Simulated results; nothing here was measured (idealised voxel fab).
The process module that follows is named voxel spacer lines.
Pictured: cross-section cut, 300 nm wide, on a grid of 5 nm square cells.
The cross-sections in this document take the form of a grid made of square cells. They are written out as bands, in order from top to bottom. Each band consists of one or more rows of cells. What a band's entry tells you: where the top is and where the bottom is, as heights in nm, and after that what lies inside, material by material from left to right, each with its width in nm. Empty space is written as the word "empty", and a single material marked with the word "edge to edge" occupies the band from edge to edge. Height 0 is the level under which the wafer as received is all one material. The lowest band goes on downwards, as in "from 0 down". Width "30 to 40": first value at the band's top row of cells, second value at its bottom row, equal change from row to row. Step note "nothing got changed" = no cross-section cell changed. Under "Closed cavities" you'll find the enclosed gaps, the ones with no way out to the top, that are 8 cells or bigger; each reads width x height at distance, with distance counted from the left edge, everything in nm. Formally, on a step line, whatever follows the settings is a remark that the simulator itself makes on the step. "overlay nm" denotes, for a step that has a mask, the displacement of the mask to the right of its planned place, with negative values corresponding to the left.
**List of planned process steps**
step 1: RECEIVE: material Si
step 2: CONFORMAL_DEP: material Al2O3, thk nm 5
step 3: DIRECTIONAL_DEP: material polySi, thk nm 20
step 4: DIRECTIONAL_DEP: material aC, thk nm 20
step 5: PATTERN: tone cover, mask id MANDREL, material resist, width nm 25, pitch nm 80, thk nm 25, overlay nm 0
step 6: DIRECTIONAL_ETCH: etch materials aC, depth nm 20
step 7: STRIP: etch materials resist
step 8: CONFORMAL_DEP: material SiN, thk nm 15
step 9: DIRECTIONAL_ETCH: etch materials SiN, depth nm 15
step 10: STRIP: etch materials aC
step 11: DIRECTIONAL_ETCH: etch materials polySi, depth nm 20
step 12: STRIP: etch materials SiN
step 13: FILL_DEP: material SiO2, thk nm 5
step 14: CMP: height nm 25
**Step 1 complete: cross-section of the wafer as received**
	from 0 down = Si edge to edge
	Closed cavities: none
**Cross-section, end of module. Start: as above. Plan: as above. Execution: one mistake**
	from 25 to 20 = SiO2 edge to edge
	from 20 to 0 = SiO2: 80, polySi: 15, SiO2: 25, polySi: 15, SiO2: 25, polySi: 15, SiO2: 25, polySi: 15, SiO2: 85
	from 0 down = Si edge to edge
	Closed cavities: none
Plan not followed: step 2 was dropped from the plan's execution and never run
